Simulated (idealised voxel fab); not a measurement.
process module | voxel tone inversion
cross-section cut | 265 nm wide | cells 5 nm
A cross-section is a grid of square cells, given in bands from the top down. A band is one or more rows of cells.
Each band's line starts with the height of the band's top and of its bottom, in nm. Then come its materials from left to right, each with its width in nm. One material with "throughout" fills the band from edge to edge. "air" is empty space.
Height 0 is the level under which the wafer as received is all one material. The lowest band goes on downwards, as in "0 down".
A width such as "30 to 40" changes by the same amount from each row of cells to the next, from the band's top row to its bottom row.
"no change" after a step means that no cell of the cross-section changed.
closed voids: empty space of 8 cells or more with no open way to the top, each as width x height at its distance from the left edge, in nm
after a step's settings: what the simulator itself notes on the step
overlay nm, on a step with a mask: how far to the right of its planned place the mask lay; to the left if negative
plan
1 op RECEIVE | material Si
2 op CONFORMAL_DEP | material SiN | thk nm 10
3 op DIRECTIONAL_DEP | material polySi | thk nm 20
4 op PATTERN | tone cover | mask id POSTS | material resist | width nm 15 | pitch nm 40 | thk nm 30 | overlay nm 0
5 op DIRECTIONAL_ETCH | etch materials polySi | depth nm 20
6 op STRIP | etch materials resist
7 op FILL_DEP | material lowk | thk nm 10
8 op CMP | height nm 30
9 op STRIP | etch materials polySi
first wafer, as planned
as received, after step 1
  0 down: Si throughout
  closed voids: none
after step 2
  10 to 0: SiN throughout
  below 0: unchanged
after step 3
  30 to 10: polySi throughout
  below 10: unchanged
after step 4
  60 to 30: air 65 | resist 15 | air 25 | resist 15 | air 25 | resist 15 | air 25 | resist 15 | air 65
  below 30: unchanged
after step 5
  60 to 30: air 65 | resist 15 | air 25 | resist 15 | air 25 | resist 15 | air 25 | resist 15 | air 65
  30 to 10: air 65 | polySi 15 | air 25 | polySi 15 | air 25 | polySi 15 | air 25 | polySi 15 | air 65
  below 10: unchanged
after step 6
  30 to 10: air 65 | polySi 15 | air 25 | polySi 15 | air 25 | polySi 15 | air 25 | polySi 15 | air 65
  below 10: unchanged
after step 7
  40 to 30: lowk throughout
  30 to 10: lowk 65 | polySi 15 | lowk 25 | polySi 15 | lowk 25 | polySi 15 | lowk 25 | polySi 15 | lowk 65
  below 10: unchanged
after step 8
  30 to 10: lowk 65 | polySi 15 | lowk 25 | polySi 15 | lowk 25 | polySi 15 | lowk 25 | polySi 15 | lowk 65
  below 10: unchanged
after step 9
  30 to 10: lowk 65 | air 15 | lowk 25 | air 15 | lowk 25 | air 15 | lowk 25 | air 15 | lowk 65
  below 10: unchanged
second wafer: like start, like plan, one mistake. Through step 3 it matches the first wafer
when step 4 should have ended
  60 to 30: air 55 | resist 15 | air 25 | resist 15 | air 25 | resist 15 | air 25 | resist 15 | air 75
  below 30: unchanged
when step 5 should have ended
  60 to 30: air 55 | resist 15 | air 25 | resist 15 | air 25 | resist 15 | air 25 | resist 15 | air 75
  30 to 10: air 55 | polySi 15 | air 25 | polySi 15 | air 25 | polySi 15 | air 25 | polySi 15 | air 75
  below 10: unchanged
when step 6 should have ended
  30 to 10: air 55 | polySi 15 | air 25 | polySi 15 | air 25 | polySi 15 | air 25 | polySi 15 | air 75
  below 10: unchanged
when step 7 should have ended
  40 to 30: lowk throughout
  30 to 10: lowk 55 | polySi 15 | lowk 25 | polySi 15 | lowk 25 | polySi 15 | lowk 25 | polySi 15 | lowk 75
  below 10: unchanged
when step 8 should have ended
  30 to 10: lowk 55 | polySi 15 | lowk 25 | polySi 15 | lowk 25 | polySi 15 | lowk 25 | polySi 15 | lowk 75
  below 10: unchanged
when step 9 should have ended
  30 to 10: lowk 55 | air 15 | lowk 25 | air 15 | lowk 25 | air 15 | lowk 25 | air 15 | lowk 75
  below 10: unchanged
what went wrong: step 4 ran as: op PATTERN | tone cover | mask id POSTS | material resist | width nm 15 | pitch nm 40 | thk nm 30 | overlay nm -10
at the end the second wafer has, in cells: as many of each material as the first, in other places
